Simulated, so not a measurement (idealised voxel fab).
process module | voxel self aligned contacts
cross-section cut | 250 nm wide | cells 5 nm
A cross-section is a grid of square cells, given in bands from the top down. A band is one or more rows of cells.
Each band's line starts with the height of the band's top and of its bottom, in nm. Then come its materials from left to right, each with its width in nm. One material with "throughout" fills the band from edge to edge. "air" is empty space.
Height 0 is the level under which the wafer as received is all one material. The lowest band goes on downwards, as in "0 down".
A width such as "30 to 40" changes by the same amount from each row of cells to the next, from the band's top row to its bottom row.
"no change" after a step means that no cell of the cross-section changed.
closed voids: empty space of 8 cells or more with no open way to the top, each as width x height at its distance from the left edge, in nm
after a step's settings: what the simulator itself notes on the step
overlay nm, on a step with a mask: how far to the right of its planned place the mask lay; to the left if negative
plan
1 op RECEIVE | material Si
2 op CONFORMAL_DEP | material SiO2 | thk nm 5
3 op DIRECTIONAL_DEP | material polySi | thk nm 25
4 op DIRECTIONAL_DEP | material SiN | thk nm 20
5 op DIRECTIONAL_DEP | material aC | thk nm 10
6 op PATTERN | tone cover | mask id GATE | material resist | width nm 35 | pitch nm 70 | thk nm 30 | overlay nm 0
7 op DIRECTIONAL_ETCH | etch materials aC | depth nm 10
8 op STRIP | etch materials resist
9 op DIRECTIONAL_ETCH | etch materials SiN | depth nm 20
10 op DIRECTIONAL_ETCH | etch materials polySi | depth nm 25
11 op STRIP | etch materials aC
12 op CONFORMAL_DEP | material SiN | thk nm 5
13 op DIRECTIONAL_ETCH | etch materials SiN | depth nm 5
14 op FILL_DEP | material SiO2 | thk nm 15
15 op CMP | height nm 60
16 op DIRECTIONAL_DEP | material aC | thk nm 10
17 op PATTERN | tone open | mask id CONTACT | material resist | width nm 55 | pitch nm 70 | thk nm 25 | overlay nm 0
18 op DIRECTIONAL_ETCH | etch materials aC | depth nm 10
19 op STRIP | etch materials resist
20 op DIRECTIONAL_ETCH | etch materials SiO2 | depth nm 60
21 op STRIP | etch materials aC
22 op CONFORMAL_DEP | material TiN | thk nm 5
23 op FILL_DEP | material Ru | thk nm 10
24 op CMP | height nm 60
25 op CONFORMAL_DEP | material SiN | thk nm 5
first wafer, as planned
as received, after step 1
  0 down: Si throughout
  closed voids: none
after step 2
  5 to 0: SiO2 throughout
  below 0: unchanged
after step 3
  30 to 5: polySi throughout
  below 5: unchanged
after step 4
  50 to 30: SiN throughout
  below 30: unchanged
after step 5
  60 to 50: aC throughout
  below 50: unchanged
after step 6
  90 to 60: air 35 | resist 35 | air 35 | resist 35 | air 35 | resist 35 | air 40
  below 60: unchanged
after step 7
  80 to 60: air 35 | resist 35 | air 35 | resist 35 | air 35 | resist 35 | air 40
  60 to 50: air 35 | aC 35 | air 35 | aC 35 | air 35 | aC 35 | air 40
  below 50: unchanged
after step 8
  60 to 50: air 35 | aC 35 | air 35 | aC 35 | air 35 | aC 35 | air 40
  below 50: unchanged
after step 9
  60 to 50: air 35 | aC 35 | air 35 | aC 35 | air 35 | aC 35 | air 40
  50 to 30: air 35 | SiN 35 | air 35 | SiN 35 | air 35 | SiN 35 | air 40
  below 30: unchanged
after step 10
  60 to 50: air 35 | aC 35 | air 35 | aC 35 | air 35 | aC 35 | air 40
  50 to 30: air 35 | SiN 35 | air 35 | SiN 35 | air 35 | SiN 35 | air 40
  30 to 5: air 35 | polySi 35 | air 35 | polySi 35 | air 35 | polySi 35 | air 40
  below 5: unchanged
after step 11
  50 to 30: air 35 | SiN 35 | air 35 | SiN 35 | air 35 | SiN 35 | air 40
  below 30: unchanged
after step 12
  55 to 30: air 30 | SiN 45 | air 25 | SiN 45 | air 25 | SiN 45 | air 35
  30 to 10: air 30 | SiN 5 | polySi 35 | SiN 5 | air 25 | SiN 5 | polySi 35 | SiN 5 | air 25 | SiN 5 | polySi 35 | SiN 5 | air 35
  10 to 5: SiN 35 | polySi 35 | SiN 35 | polySi 35 | SiN 35 | polySi 35 | SiN 40
  below 5: unchanged
after step 13
  50 to 30: air 30 | SiN 45 | air 25 | SiN 45 | air 25 | SiN 45 | air 35
  30 to 5: air 30 | SiN 5 | polySi 35 | SiN 5 | air 25 | SiN 5 | polySi 35 | SiN 5 | air 25 | SiN 5 | polySi 35 | SiN 5 | air 35
  below 5: unchanged
after step 14
  65 to 50: SiO2 throughout
  50 to 30: SiO2 30 | SiN 45 | SiO2 25 | SiN 45 | SiO2 25 | SiN 45 | SiO2 35
  30 to 5: SiO2 30 | SiN 5 | polySi 35 | SiN 5 | SiO2 25 | SiN 5 | polySi 35 | SiN 5 | SiO2 25 | SiN 5 | polySi 35 | SiN 5 | SiO2 35
  below 5: unchanged
after step 15
  60 to 50: SiO2 throughout
  below 50: unchanged
after step 16
  70 to 60: aC throughout
  below 60: unchanged
after step 17
  95 to 70: resist 60 | air 55 | resist 15 | air 55 | resist 65
  below 70: unchanged
after step 18
  85 to 70: resist 60 | air 55 | resist 15 | air 55 | resist 65
  70 to 60: aC 60 | air 55 | aC 15 | air 55 | aC 65
  below 60: unchanged
after step 19
  70 to 60: aC 60 | air 55 | aC 15 | air 55 | aC 65
  below 60: unchanged
after step 20
  70 to 60: aC 60 | air 55 | aC 15 | air 55 | aC 65
  60 to 50: SiO2 60 | air 55 | SiO2 15 | air 55 | SiO2 65
  50 to 30: SiO2 30 | SiN 45 | air 25 | SiN 45 | air 25 | SiN 45 | SiO2 35
  30 to 5: SiO2 30 | SiN 5 | polySi 35 | SiN 5 | air 25 | SiN 5 | polySi 35 | SiN 5 | air 25 | SiN 5 | polySi 35 | SiN 5 | SiO2 35
  5 to 0: SiO2 75 | air 25 | SiO2 45 | air 25 | SiO2 80
  below 0: unchanged
after step 21
  60 to 50: SiO2 60 | air 55 | SiO2 15 | air 55 | SiO2 65
  below 50: unchanged
after step 22
  65 to 60: TiN 65 | air 45 | TiN 25 | air 45 | TiN 70
  60 to 50: SiO2 60 | TiN 5 to 20 | air 45 to 15 | TiN 5 to 20 | SiO2 15 | TiN 5 to 20 | air 45 to 15 | TiN 5 to 20 | SiO2 65
  50 to 30: SiO2 30 | SiN 45 | TiN 5 | air 15 | TiN 5 | SiN 45 | TiN 5 | air 15 | TiN 5 | SiN 45 | SiO2 35
  30 to 5: SiO2 30 | SiN 5 | polySi 35 | SiN 5 | TiN 5 | air 15 | TiN 5 | SiN 5 | polySi 35 | SiN 5 | TiN 5 | air 15 | TiN 5 | SiN 5 | polySi 35 | SiN 5 | SiO2 35
  5 to 0: SiO2 75 | TiN 25 | SiO2 45 | TiN 25 | SiO2 80
  below 0: unchanged
after step 23
  75 to 65: Ru throughout
  65 to 60: TiN 65 | Ru 45 | TiN 25 | Ru 45 | TiN 70
  60 to 50: SiO2 60 | TiN 5 to 20 | Ru 45 to 15 | TiN 5 to 20 | SiO2 15 | TiN 5 to 20 | Ru 45 to 15 | TiN 5 to 20 | SiO2 65
  50 to 30: SiO2 30 | SiN 45 | TiN 5 | Ru 15 | TiN 5 | SiN 45 | TiN 5 | Ru 15 | TiN 5 | SiN 45 | SiO2 35
  30 to 5: SiO2 30 | SiN 5 | polySi 35 | SiN 5 | TiN 5 | Ru 15 | TiN 5 | SiN 5 | polySi 35 | SiN 5 | TiN 5 | Ru 15 | TiN 5 | SiN 5 | polySi 35 | SiN 5 | SiO2 35
  below 5: unchanged
after step 24
  60 to 50: SiO2 60 | TiN 5 to 20 | Ru 45 to 15 | TiN 5 to 20 | SiO2 15 | TiN 5 to 20 | Ru 45 to 15 | TiN 5 to 20 | SiO2 65
  below 50: unchanged
after step 25
  65 to 60: SiN throughout
  below 60: unchanged
second wafer: like start, like plan, one mistake. Through step 5 it matches the first wafer
when step 6 should have ended
  90 to 60: air 35 | resist 40 | air 30 | resist 40 | air 30 | resist 40 | air 35
  below 60: unchanged
when step 7 should have ended
  80 to 60: air 35 | resist 40 | air 30 | resist 40 | air 30 | resist 40 | air 35
  60 to 50: air 35 | aC 40 | air 30 | aC 40 | air 30 | aC 40 | air 35
  below 50: unchanged
when step 8 should have ended
  60 to 50: air 35 | aC 40 | air 30 | aC 40 | air 30 | aC 40 | air 35
  below 50: unchanged
when step 9 should have ended
  60 to 50: air 35 | aC 40 | air 30 | aC 40 | air 30 | aC 40 | air 35
  50 to 30: air 35 | SiN 40 | air 30 | SiN 40 | air 30 | SiN 40 | air 35
  below 30: unchanged
when step 10 should have ended
  60 to 50: air 35 | aC 40 | air 30 | aC 40 | air 30 | aC 40 | air 35
  50 to 30: air 35 | SiN 40 | air 30 | SiN 40 | air 30 | SiN 40 | air 35
  30 to 5: air 35 | polySi 40 | air 30 | polySi 40 | air 30 | polySi 40 | air 35
  below 5: unchanged
when step 11 should have ended
  50 to 30: air 35 | SiN 40 | air 30 | SiN 40 | air 30 | SiN 40 | air 35
  below 30: unchanged
when step 12 should have ended
  55 to 30: air 30 | SiN 50 | air 20 | SiN 50 | air 20 | SiN 50 | air 30
  30 to 10: air 30 | SiN 5 | polySi 40 | SiN 5 | air 20 | SiN 5 | polySi 40 | SiN 5 | air 20 | SiN 5 | polySi 40 | SiN 5 | air 30
  10 to 5: SiN 35 | polySi 40 | SiN 30 | polySi 40 | SiN 30 | polySi 40 | SiN 35
  below 5: unchanged
when step 13 should have ended
  50 to 30: air 30 | SiN 50 | air 20 | SiN 50 | air 20 | SiN 50 | air 30
  30 to 5: air 30 | SiN 5 | polySi 40 | SiN 5 | air 20 | SiN 5 | polySi 40 | SiN 5 | air 20 | SiN 5 | polySi 40 | SiN 5 | air 30
  below 5: unchanged
when step 14 should have ended
  65 to 50: SiO2 throughout
  50 to 30: SiO2 30 | SiN 50 | SiO2 20 | SiN 50 | SiO2 20 | SiN 50 | SiO2 30
  30 to 5: SiO2 30 | SiN 5 | polySi 40 | SiN 5 | SiO2 20 | SiN 5 | polySi 40 | SiN 5 | SiO2 20 | SiN 5 | polySi 40 | SiN 5 | SiO2 30
  below 5: unchanged
when step 15 should have ended
  60 to 50: SiO2 throughout
  below 50: unchanged
when step 16 should have ended
  70 to 60: aC throughout
  below 60: unchanged
when step 17 should have ended
  95 to 70: resist 60 | air 55 | resist 15 | air 55 | resist 65
  below 70: unchanged
when step 18 should have ended
  85 to 70: resist 60 | air 55 | resist 15 | air 55 | resist 65
  70 to 60: aC 60 | air 55 | aC 15 | air 55 | aC 65
  below 60: unchanged
when step 19 should have ended
  70 to 60: aC 60 | air 55 | aC 15 | air 55 | aC 65
  below 60: unchanged
when step 20 should have ended
  70 to 60: aC 60 | air 55 | aC 15 | air 55 | aC 65
  60 to 50: SiO2 60 | air 55 | SiO2 15 | air 55 | SiO2 65
  50 to 30: SiO2 30 | SiN 50 | air 20 | SiN 50 | air 20 | SiN 50 | SiO2 30
  30 to 5: SiO2 30 | SiN 5 | polySi 40 | SiN 5 | air 20 | SiN 5 | polySi 40 | SiN 5 | air 20 | SiN 5 | polySi 40 | SiN 5 | SiO2 30
  5 to 0: SiO2 80 | air 20 | SiO2 50 | air 20 | SiO2 80
  below 0: unchanged
when step 21 should have ended
  60 to 50: SiO2 60 | air 55 | SiO2 15 | air 55 | SiO2 65
  below 50: unchanged
when step 22 should have ended
  65 to 60: TiN 65 | air 45 | TiN 25 | air 45 | TiN 70
  60 to 50: SiO2 60 | TiN 5 to 25 | air 45 to 10 | TiN 5 to 20 | SiO2 15 | TiN 5 to 25 | air 45 to 10 | TiN 5 to 20 | SiO2 65
  50 to 30: SiO2 30 | SiN 50 | TiN 5 | air 10 | TiN 5 | SiN 50 | TiN 5 | air 10 | TiN 5 | SiN 50 | SiO2 30
  30 to 5: SiO2 30 | SiN 5 | polySi 40 | SiN 5 | TiN 5 | air 10 | TiN 5 | SiN 5 | polySi 40 | SiN 5 | TiN 5 | air 10 | TiN 5 | SiN 5 | polySi 40 | SiN 5 | SiO2 30
  5 to 0: SiO2 80 | TiN 20 | SiO2 50 | TiN 20 | SiO2 80
  below 0: unchanged
when step 23 should have ended
  75 to 65: Ru throughout
  65 to 60: TiN 65 | Ru 45 | TiN 25 | Ru 45 | TiN 70
  60 to 50: SiO2 60 | TiN 5 to 25 | Ru 45 to 10 | TiN 5 to 20 | SiO2 15 | TiN 5 to 25 | Ru 45 to 10 | TiN 5 to 20 | SiO2 65
  50 to 30: SiO2 30 | SiN 50 | TiN 5 | Ru 10 | TiN 5 | SiN 50 | TiN 5 | Ru 10 | TiN 5 | SiN 50 | SiO2 30
  30 to 5: SiO2 30 | SiN 5 | polySi 40 | SiN 5 | TiN 5 | Ru 10 | TiN 5 | SiN 5 | polySi 40 | SiN 5 | TiN 5 | Ru 10 | TiN 5 | SiN 5 | polySi 40 | SiN 5 | SiO2 30
  below 5: unchanged
when step 24 should have ended
  60 to 50: SiO2 60 | TiN 5 to 25 | Ru 45 to 10 | TiN 5 to 20 | SiO2 15 | TiN 5 to 25 | Ru 45 to 10 | TiN 5 to 20 | SiO2 65
  below 50: unchanged
when step 25 should have ended
  65 to 60: SiN throughout
  below 60: unchanged
what went wrong: step 6 ran as: op PATTERN | tone cover | mask id GATE | material resist | width nm 40 | pitch nm 70 | thk nm 30 | overlay nm 0
at the end the second wafer has, in cells: 20 fewer of Ru | 12 more of SiN | 7 fewer of SiO2 | 15 more of polySi
